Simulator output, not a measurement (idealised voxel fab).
The following is a process module called voxel self aligned vias.
Cross-section cut spans 300 nm and uses square cells 5 nm in size.
Cross-section = grid of square cells, listed top down in bands; band = one or more rows. What a band's entry tells you: where the top is and where the bottom is, as heights in nm, and after that what lies inside, material by material from left to right, each with its width in nm. Empty space is written as the word "air", and a single material marked with the word "full width" occupies the band from edge to edge. Heights are measured from 0, the level below which the as-received wafer is all one material; the lowest band has no bottom and continues downward, written as in "0 down". A two-number width, for instance "30 to 40", indicates that the width is equal to the first number in the top row of the band and to the second number in the bottom row, and that it changes by a constant amount per row of cells. Step note "stayed the same" = no cross-section cell changed. "Trapped voids": sealed empty spaces, 8 cells or more, no open way to top, listed width x height at distance, with distance from the left edge and width, height and distance in nm. Where a step's line continues beyond its settings, the continuation is a remark by the simulator itself on that step. The optional step-line setting "overlay nm" applies to steps with a mask and quantifies how far to the right of its planned location the mask lay, a negative value indicating leftward placement.

Below is the list of planned process steps
1) RECEIVE: material Si
2) CONFORMAL_DEP: material SiO2, thk nm 15
3) CONFORMAL_DEP: material SiCN, thk nm 5
4) DIRECTIONAL_DEP: material lowk, thk nm 20
5) DIRECTIONAL_DEP: material aC, thk nm 10
6) PATTERN: tone open, mask id LINES, material resist, width nm 20, pitch nm 60, thk nm 30, overlay nm 0
7) DIRECTIONAL_ETCH: etch materials aC, depth nm 10
8) STRIP: etch materials resist
9) DIRECTIONAL_ETCH: etch materials lowk, depth nm 20
10) STRIP: etch materials aC
11) CONFORMAL_DEP: material TiN, thk nm 5
12) FILL_DEP: material W, thk nm 5
13) CMP: height nm 40
14) SELECTIVE_ETCH: etch materials W Ru TiN, depth nm 10
15) FILL_DEP: material SiN, thk nm 10
16) CMP: height nm 40
17) DIRECTIONAL_DEP: material lowk, thk nm 15
18) PATTERN: tone open, mask id VIAS, material resist, width nm 40, pitch nm 60, thk nm 20, overlay nm 0
19) DIRECTIONAL_ETCH: etch materials lowk, depth nm 15
20) DIRECTIONAL_ETCH: etch materials SiN, depth nm 10
21) STRIP: etch materials resist
22) CONFORMAL_DEP: material TiN, thk nm 5
23) FILL_DEP: material W, thk nm 5
24) CMP: height nm 55
25) CONFORMAL_DEP: material SiN, thk nm 5

Wafer as received: cross-section following step 1
0 down  Si full width
Trapped voids: none

End-of-module XS, first of two wafers, run as planned
60 to 55  SiN full width
55 to 45  100 nm lowk, 5 nm TiN, 30 nm W, 5 nm TiN, 20 nm lowk, 5 nm TiN, 30 nm W, 5 nm TiN, 100 nm lowk
45 to 35  100 to 110 nm lowk, 15 to 5 nm TiN, 10 nm W, 15 to 5 nm TiN, 20 to 40 nm lowk, 15 to 5 nm TiN, 10 nm W, 15 to 5 nm TiN, 100 to 110 nm lowk
35 to 30  110 nm lowk, 20 nm TiN, 40 nm lowk, 20 nm TiN, 110 nm lowk
30 to 25  110 nm lowk, 5 nm TiN, 10 nm W, 5 nm TiN, 40 nm lowk, 5 nm TiN, 10 nm W, 5 nm TiN, 110 nm lowk
25 to 20  110 nm lowk, 20 nm TiN, 40 nm lowk, 20 nm TiN, 110 nm lowk
20 to 15  SiCN full width
15 to 0  SiO2 full width
0 down  Si full width
Trapped voids: none

Cross-section, wafer two of two, end of module: same start and plan as wafer one, one error in execution
60 to 55  SiN full width
55 to 40  100 nm lowk, 5 nm TiN, 30 nm W, 5 nm TiN, 20 nm lowk, 5 nm TiN, 30 nm W, 5 nm TiN, 100 nm lowk
40 to 35  100 nm lowk, 15 nm TiN, 10 nm W, 15 nm TiN, 20 nm lowk, 15 nm TiN, 10 nm W, 15 nm TiN, 100 nm lowk
35 to 30  110 nm lowk, 20 nm TiN, 40 nm lowk, 20 nm TiN, 110 nm lowk
30 to 25  110 nm lowk, 5 nm TiN, 10 nm W, 5 nm TiN, 40 nm lowk, 5 nm TiN, 10 nm W, 5 nm TiN, 110 nm lowk
25 to 20  110 nm lowk, 20 nm TiN, 40 nm lowk, 20 nm TiN, 110 nm lowk
20 to 15  SiCN full width
15 to 0  SiO2 full width
0 down  Si full width
Trapped voids: none
The plan and the run diverged here: rather than as planned, step 19 actually ran as DIRECTIONAL_ETCH: etch materials lowk, depth nm 20
Looking at both finished wafers in cells, the second ends up ahead of or behind the first on some materials: W: 8 more | lowk: 8 fewer
